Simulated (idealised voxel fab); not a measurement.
Module name: voxel wiring stack (process module)
For reference, the cross-section in this document is cut, with width 275 nm and square cells of 5 nm.
The cross-sections in this document take the form of a grid made of square cells. They are written out as bands, in order from top to bottom. Each band consists of one or more rows of cells. For a band, the entry starts with two heights in nm, that of the top and then that of the bottom, and carries on with the band's materials in order from left to right, each alongside its width in nm; the word "all across" beside a single material means it fills the band edge to edge, and "air" means empty space. Convention: height 0 is the level below which the wafer, as received, is all one material. The lowest band does not terminate at the bottom but continues downward, represented as "from 0 down". The width entry "30->40" should be interpreted row by row: the top row of cells in the band takes the first number, the bottom row takes the second number, and the change between adjacent rows is uniform throughout. Take "no change occurred" at face value: in the step it is given for, the cross-section changed in none of its cells. "Sealed cavities" lists enclosed empty spaces (at least 8 cells, no open path upward to the top), each as width x height at distance from the left edge, in nm. after a step's settings: what the simulator itself notes on the step. The optional step-line setting "overlay nm" applies to steps with a mask and quantifies how far to the right of its planned location the mask lay, a negative value indicating leftward placement.
**Planned process steps**
1) RECEIVE with material Si
2) CONFORMAL_DEP with material SiO2, thk nm 15
3) DIRECTIONAL_DEP with material TiN, thk nm 5
4) DIRECTIONAL_DEP with material Ru, thk nm 20
5) PATTERN with tone cover, mask id METAL_1, material resist, width nm 30, pitch nm 50, thk nm 20, overlay nm 0
6) DIRECTIONAL_ETCH with etch materials Ru, depth nm 20
7) DIRECTIONAL_ETCH with etch materials TiN, depth nm 5
8) STRIP with etch materials resist
9) CONFORMAL_DEP with material SiN, thk nm 5
10) FILL_DEP with material SiO2, thk nm 5
11) CMP with height nm 40
12) CONFORMAL_DEP with material SiCN, thk nm 5
13) DIRECTIONAL_DEP with material SiO2, thk nm 15
14) MASKED_ETCH with tone open, mask id PLUG_1, width nm 15, etch materials SiO2, depth nm 15, overlay nm 0
15) MASKED_ETCH with tone open, mask id PLUG_1, width nm 15, etch materials SiCN, depth nm 5, overlay nm 0
16) EPI with material Ru, thk nm 10
17) EPI with material Ru, thk nm 10
18) DIRECTIONAL_DEP with material TiN, thk nm 5
19) DIRECTIONAL_DEP with material Ru, thk nm 25
20) MASKED_ETCH with tone cover, mask id METAL_2, width nm 30, pitch nm 50, etch materials Ru, depth nm 25, overlay nm 0
21) MASKED_ETCH with tone cover, mask id METAL_2, width nm 30, pitch nm 50, etch materials TiN, depth nm 5, overlay nm 0
22) FILL_DEP with material lowk, thk nm 5
23) CMP with height nm 90
24) CONFORMAL_DEP with material SiCN, thk nm 5
25) DIRECTIONAL_DEP with material SiO2, thk nm 20
26) MASKED_ETCH with tone open, mask id PLUG_2, width nm 15, etch materials SiO2, depth nm 20, overlay nm 0
27) MASKED_ETCH with tone open, mask id PLUG_2, width nm 15, etch materials SiCN, depth nm 5, overlay nm 0
28) EPI with material Ru, thk nm 10
29) EPI with material Ru, thk nm 10
30) EPI with material Ru, thk nm 5
31) DIRECTIONAL_DEP with material TiN, thk nm 5
32) DIRECTIONAL_DEP with material W, thk nm 20
33) DIRECTIONAL_DEP with material aC, thk nm 10
34) PATTERN with tone cover, mask id METAL_3, material resist, width nm 30, pitch nm 50, thk nm 30, overlay nm 0
35) DIRECTIONAL_ETCH with etch materials aC, depth nm 10
36) STRIP with etch materials resist
37) DIRECTIONAL_ETCH with etch materials W, depth nm 20
38) DIRECTIONAL_ETCH with etch materials TiN, depth nm 5
39) STRIP with etch materials aC
40) FILL_DEP with material lowk, thk nm 5
41) CMP with height nm 140
42) CONFORMAL_DEP with material SiCN, thk nm 5
**First out of two wafers; run went to plan**
**Delivered wafer in cross-section: state after step 1**
* from 0 down = Si all across
* Sealed cavities: none
**Cross-section of the wafer after step 2**
* from 15 to 0 = SiO2 all across
* No changes below 0.
**Cross-section of the wafer after step 3**
* from 20 to 15 = TiN all across
* No changes below 15.
**Cross-section of the wafer after step 4**
* from 40 to 20 = Ru all across
* No changes below 20.
**Cross-section of the wafer after step 5**
* from 60 to 40 = 95 air, then 30 resist, then 20 air, then 30 resist, then 100 air
* No changes below 40.
**Cross-section of the wafer after step 6**
* from 60 to 40 = 95 air, then 30 resist, then 20 air, then 30 resist, then 100 air
* from 40 to 20 = 95 air, then 30 Ru, then 20 air, then 30 Ru, then 100 air
* No changes below 20.
**Cross-section of the wafer after step 7**
* from 60 to 40 = 95 air, then 30 resist, then 20 air, then 30 resist, then 100 air
* from 40 to 20 = 95 air, then 30 Ru, then 20 air, then 30 Ru, then 100 air
* from 20 to 15 = 95 air, then 30 TiN, then 20 air, then 30 TiN, then 100 air
* No changes below 15.
**Cross-section of the wafer after step 8**
* from 40 to 20 = 95 air, then 30 Ru, then 20 air, then 30 Ru, then 100 air
* No changes below 20.
**Cross-section of the wafer after step 9**
* from 45 to 40 = 90 air, then 40 SiN, then 10 air, then 40 SiN, then 95 air
* from 40 to 20 = 90 air, then 5 SiN, then 30 Ru, then 5 SiN, then 10 air, then 5 SiN, then 30 Ru, then 5 SiN, then 95 air
* from 20 to 15 = 95 SiN, then 30 TiN, then 20 SiN, then 30 TiN, then 100 SiN
* No changes below 15.
**Cross-section of the wafer after step 10**
* from 50 to 45 = SiO2 all across
* from 45 to 40 = 90 SiO2, then 40 SiN, then 10 SiO2, then 40 SiN, then 95 SiO2
* from 40 to 20 = 90 SiO2, then 5 SiN, then 30 Ru, then 5 SiN, then 10 SiO2, then 5 SiN, then 30 Ru, then 5 SiN, then 95 SiO2
* No changes below 20.
**Cross-section of the wafer after step 11**
* from 40 to 20 = 90 SiO2, then 5 SiN, then 30 Ru, then 5 SiN, then 10 SiO2, then 5 SiN, then 30 Ru, then 5 SiN, then 95 SiO2
* No changes below 20.
**Cross-section of the wafer after step 12**
* from 45 to 40 = SiCN all across
* No changes below 40.
**Cross-section of the wafer after step 13**
* from 60 to 45 = SiO2 all across
* No changes below 45.
**Cross-section of the wafer after step 14**
* from 60 to 45 = 95 SiO2, then 15 air, then 165 SiO2
* No changes below 45.
**Cross-section of the wafer after step 15**
* from 60 to 45 = 95 SiO2, then 15 air, then 165 SiO2
* from 45 to 40 = 95 SiCN, then 15 air, then 165 SiCN
* No changes below 40.
**Cross-section of the wafer after step 16**
* from 60 to 50 = 95 SiO2, then 15 air, then 165 SiO2
* from 50 to 45 = 95 SiO2, then 15 Ru, then 165 SiO2
* from 45 to 40 = 95 SiCN, then 15 Ru, then 165 SiCN
* No changes below 40.
**Cross-section of the wafer after step 17**
* from 60 to 45 = 95 SiO2, then 15 Ru, then 165 SiO2
* No changes below 45.
**Cross-section of the wafer after step 18**
* from 65 to 60 = TiN all across
* No changes below 60.
**Cross-section of the wafer after step 19**
* from 90 to 65 = Ru all across
* No changes below 65.
**Cross-section of the wafer after step 20**
* from 90 to 65 = 95 air, then 30 Ru, then 20 air, then 30 Ru, then 100 air
* No changes below 65.
**Cross-section of the wafer after step 21**
* from 90 to 65 = 95 air, then 30 Ru, then 20 air, then 30 Ru, then 100 air
* from 65 to 60 = 95 air, then 30 TiN, then 20 air, then 30 TiN, then 100 air
* No changes below 60.
**Cross-section of the wafer after step 22**
* from 95 to 90 = lowk all across
* from 90 to 65 = 95 lowk, then 30 Ru, then 20 lowk, then 30 Ru, then 100 lowk
* from 65 to 60 = 95 lowk, then 30 TiN, then 20 lowk, then 30 TiN, then 100 lowk
* No changes below 60.
**Cross-section of the wafer after step 23**
* from 90 to 65 = 95 lowk, then 30 Ru, then 20 lowk, then 30 Ru, then 100 lowk
* No changes below 65.
**Cross-section of the wafer after step 24**
* from 95 to 90 = SiCN all across
* No changes below 90.
**Cross-section of the wafer after step 25**
* from 115 to 95 = SiO2 all across
* No changes below 95.
**Cross-section of the wafer after step 26**
* from 115 to 95 = 95 SiO2, then 15 air, then 165 SiO2
* No changes below 95.
**Cross-section of the wafer after step 27**
* from 115 to 95 = 95 SiO2, then 15 air, then 165 SiO2
* from 95 to 90 = 95 SiCN, then 15 air, then 165 SiCN
* No changes below 90.
**Cross-section of the wafer after step 28**
* from 115 to 100 = 95 SiO2, then 15 air, then 165 SiO2
* from 100 to 95 = 95 SiO2, then 15 Ru, then 165 SiO2
* from 95 to 90 = 95 SiCN, then 15 Ru, then 165 SiCN
* No changes below 90.
**Cross-section of the wafer after step 29**
* from 115 to 110 = 95 SiO2, then 15 air, then 165 SiO2
* from 110 to 95 = 95 SiO2, then 15 Ru, then 165 SiO2
* No changes below 95.
**Cross-section of the wafer after step 30**
* from 115 to 95 = 95 SiO2, then 15 Ru, then 165 SiO2
* No changes below 95.
**Cross-section of the wafer after step 31**
* from 120 to 115 = TiN all across
* No changes below 115.
**Cross-section of the wafer after step 32**
* from 140 to 120 = W all across
* No changes below 120.
**Cross-section of the wafer after step 33**
* from 150 to 140 = aC all across
* No changes below 140.
**Cross-section of the wafer after step 34**
* from 180 to 150 = 95 air, then 30 resist, then 20 air, then 30 resist, then 100 air
* No changes below 150.
**Cross-section of the wafer after step 35**
* from 170 to 150 = 95 air, then 30 resist, then 20 air, then 30 resist, then 100 air
* from 150 to 140 = 95 air, then 30 aC, then 20 air, then 30 aC, then 100 air
* No changes below 140.
**Cross-section of the wafer after step 36**
* from 150 to 140 = 95 air, then 30 aC, then 20 air, then 30 aC, then 100 air
* No changes below 140.
**Cross-section of the wafer after step 37**
* from 150 to 140 = 95 air, then 30 aC, then 20 air, then 30 aC, then 100 air
* from 140 to 120 = 95 air, then 30 W, then 20 air, then 30 W, then 100 air
* No changes below 120.
**Cross-section of the wafer after step 38**
* from 150 to 140 = 95 air, then 30 aC, then 20 air, then 30 aC, then 100 air
* from 140 to 120 = 95 air, then 30 W, then 20 air, then 30 W, then 100 air
* from 120 to 115 = 95 air, then 30 TiN, then 20 air, then 30 TiN, then 100 air
* No changes below 115.
**Cross-section of the wafer after step 39**
* from 140 to 120 = 95 air, then 30 W, then 20 air, then 30 W, then 100 air
* No changes below 120.
**Cross-section of the wafer after step 40**
* from 145 to 140 = lowk all across
* from 140 to 120 = 95 lowk, then 30 W, then 20 lowk, then 30 W, then 100 lowk
* from 120 to 115 = 95 lowk, then 30 TiN, then 20 lowk, then 30 TiN, then 100 lowk
* No changes below 115.
**Cross-section of the wafer after step 41**
* from 140 to 120 = 95 lowk, then 30 W, then 20 lowk, then 30 W, then 100 lowk
* No changes below 120.
**Cross-section of the wafer after step 42**
* from 145 to 140 = SiCN all across
* No changes below 140.
**Second wafer: same start and same plan as the first, one execution error; identical to the first through step 41**
**Cross-sectional representation of the second wafer at the time designated in the plan for the completion of step 42**
* from 145 to 140 = lowk all across
* No changes below 140.
Short version of what went wrong: step 42 off recipe, ran as CONFORMAL_DEP with material lowk, thk nm 5
End check, counted in cells, second wafer has more or fewer of these materials than the first: SiCN -55, lowk +55
